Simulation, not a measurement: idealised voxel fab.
The following process module bears the name voxel trench capacitor.
Square cells of 5 nm make up the cross-section cut, whose width is 275 nm.
A cross-section in this document is a grid of square cells, and it is written down as bands, the top band listed before the ones below it; a band is made up of one or more rows of cells.
Basically the band line says how high the top is and how high the bottom is, in nm, and then what's in it from left to right, every material with its width in nm. Empty space shows up as "blank", and if a single material carries "everywhere" it runs the full band edge to edge.
The reference from which all heights are counted is 0, the level beneath which the as-received wafer is entirely one material; the lowest band, having no lower bound, proceeds downward and is written after the example "top 0, no bottom".
It should be noted that a width expressed as "30..40" varies in equal increments from row to row of cells within the band, taking the value of the first number at the top row and that of the second number at the bottom row.
"remained unchanged" (step): cross-section cells unchanged, all of them.
So "Sealed internal cavities" is basically the list of trapped voids: any empty space of 8 cells or more that can't reach the top through an opening. They're written width x height at distance, the distance being from the left edge, and it's all nm.
That trailing text on a step's line, after the settings, is the simulator's own remark on the step.
overlay nm: on a step with a mask, how far right of its planned place the mask lay; negative means left.
This section lists the process steps that were planned
1,RECEIVE | material Si
2,CONFORMAL_DEP | material SiN | thk nm 10
3,PATTERN | tone open | mask id TRENCH | material resist | width nm 20 | pitch nm 50 | thk nm 15 | overlay nm 0
4,DIRECTIONAL_ETCH | etch materials SiN | depth nm 10
5,DIRECTIONAL_ETCH | etch materials Si | depth nm 30
6,STRIP | etch materials resist
7,CONFORMAL_DEP | material Al2O3 | thk nm 5
8,FILL_DEP | material polySi | thk nm 10
9,CMP | height nm 10
First out of two wafers; run went to plan
The cross-section here shows the wafer as received, i.e. in its state after step 1
top 0, no bottom | Si everywhere
Sealed internal cavities: none
Wafer xsec, post step 2
top 10, bottom 0 | SiN everywhere
For the remainder of the cross-section, below 0, there is no change.
Wafer xsec, post step 3
top 25, bottom 10 | resist: 100 / blank: 20 / resist: 30 / blank: 20 / resist: 105
For the remainder of the cross-section, below 10, there is no change.
Wafer xsec, post step 4
top 25, bottom 10 | resist: 100 / blank: 20 / resist: 30 / blank: 20 / resist: 105
top 10, bottom 0 | SiN: 100 / blank: 20 / SiN: 30 / blank: 20 / SiN: 105
For the remainder of the cross-section, below 0, there is no change.
Wafer xsec, post step 5
top 25, bottom 10 | resist: 100 / blank: 20 / resist: 30 / blank: 20 / resist: 105
top 10, bottom 0 | SiN: 100 / blank: 20 / SiN: 30 / blank: 20 / SiN: 105
top 0, bottom -30 | Si: 100 / blank: 20 / Si: 30 / blank: 20 / Si: 105
For the remainder of the cross-section, below -30, there is no change.
Wafer xsec, post step 6
top 10, bottom 0 | SiN: 100 / blank: 20 / SiN: 30 / blank: 20 / SiN: 105
For the remainder of the cross-section, below 0, there is no change.
Wafer xsec, post step 7
top 15, bottom 10 | Al2O3: 105 / blank: 10 / Al2O3: 40 / blank: 10 / Al2O3: 110
top 10, bottom 0 | SiN: 100 / Al2O3: 5 / blank: 10 / Al2O3: 5 / SiN: 30 / Al2O3: 5 / blank: 10 / Al2O3: 5 / SiN: 105
top 0, bottom -25 | Si: 100 / Al2O3: 5 / blank: 10 / Al2O3: 5 / Si: 30 / Al2O3: 5 / blank: 10 / Al2O3: 5 / Si: 105
top -25, bottom -30 | Si: 100 / Al2O3: 20 / Si: 30 / Al2O3: 20 / Si: 105
For the remainder of the cross-section, below -30, there is no change.
Wafer xsec, post step 8
top 25, bottom 15 | polySi everywhere
top 15, bottom 10 | Al2O3: 105 / polySi: 10 / Al2O3: 40 / polySi: 10 / Al2O3: 110
top 10, bottom 0 | SiN: 100 / Al2O3: 5 / polySi: 10 / Al2O3: 5 / SiN: 30 / Al2O3: 5 / polySi: 10 / Al2O3: 5 / SiN: 105
top 0, bottom -25 | Si: 100 / Al2O3: 5 / polySi: 10 / Al2O3: 5 / Si: 30 / Al2O3: 5 / polySi: 10 / Al2O3: 5 / Si: 105
For the remainder of the cross-section, below -25, there is no change.
Wafer xsec, post step 9
top 10, bottom 0 | SiN: 100 / Al2O3: 5 / polySi: 10 / Al2O3: 5 / SiN: 30 / Al2O3: 5 / polySi: 10 / Al2O3: 5 / SiN: 105
For the remainder of the cross-section, below 0, there is no change.
It is to be noted that the second wafer proceeded from the same initial state and according to the same plan as the first, although one mistake was committed in its execution; through step 2, inclusive, the two wafers share an identical history
X-section, second wafer, when step 3 was due to finish
top 25, bottom 10 | resist: 95 / blank: 20 / resist: 30 / blank: 20 / resist: 110
For the remainder of the cross-section, below 10, there is no change.
X-section, second wafer, when step 4 was due to finish
top 25, bottom 10 | resist: 95 / blank: 20 / resist: 30 / blank: 20 / resist: 110
top 10, bottom 0 | SiN: 95 / blank: 20 / SiN: 30 / blank: 20 / SiN: 110
For the remainder of the cross-section, below 0, there is no change.
X-section, second wafer, when step 5 was due to finish
top 25, bottom 10 | resist: 95 / blank: 20 / resist: 30 / blank: 20 / resist: 110
top 10, bottom 0 | SiN: 95 / blank: 20 / SiN: 30 / blank: 20 / SiN: 110
top 0, bottom -30 | Si: 95 / blank: 20 / Si: 30 / blank: 20 / Si: 110
For the remainder of the cross-section, below -30, there is no change.
X-section, second wafer, when step 6 was due to finish
top 10, bottom 0 | SiN: 95 / blank: 20 / SiN: 30 / blank: 20 / SiN: 110
For the remainder of the cross-section, below 0, there is no change.
X-section, second wafer, when step 7 was due to finish
top 15, bottom 10 | Al2O3: 100 / blank: 10 / Al2O3: 40 / blank: 10 / Al2O3: 115
top 10, bottom 0 | SiN: 95 / Al2O3: 5 / blank: 10 / Al2O3: 5 / SiN: 30 / Al2O3: 5 / blank: 10 / Al2O3: 5 / SiN: 110
top 0, bottom -25 | Si: 95 / Al2O3: 5 / blank: 10 / Al2O3: 5 / Si: 30 / Al2O3: 5 / blank: 10 / Al2O3: 5 / Si: 110
top -25, bottom -30 | Si: 95 / Al2O3: 20 / Si: 30 / Al2O3: 20 / Si: 110
For the remainder of the cross-section, below -30, there is no change.
X-section, second wafer, when step 8 was due to finish
top 25, bottom 15 | polySi everywhere
top 15, bottom 10 | Al2O3: 100 / polySi: 10 / Al2O3: 40 / polySi: 10 / Al2O3: 115
top 10, bottom 0 | SiN: 95 / Al2O3: 5 / polySi: 10 / Al2O3: 5 / SiN: 30 / Al2O3: 5 / polySi: 10 / Al2O3: 5 / SiN: 110
top 0, bottom -25 | Si: 95 / Al2O3: 5 / polySi: 10 / Al2O3: 5 / Si: 30 / Al2O3: 5 / polySi: 10 / Al2O3: 5 / Si: 110
For the remainder of the cross-section, below -25, there is no change.
X-section, second wafer, when step 9 was due to finish
top 10, bottom 0 | SiN: 95 / Al2O3: 5 / polySi: 10 / Al2O3: 5 / SiN: 30 / Al2O3: 5 / polySi: 10 / Al2O3: 5 / SiN: 110
For the remainder of the cross-section, below 0, there is no change.
What was the processing mistake? contrary to plan, step 3 was performed as PATTERN | tone open | mask id TRENCH | material resist | width nm 20 | pitch nm 50 | thk nm 15 | overlay nm -5
Heads up: at the end the two wafers have identical cell counts per material, they're just laid out differently.
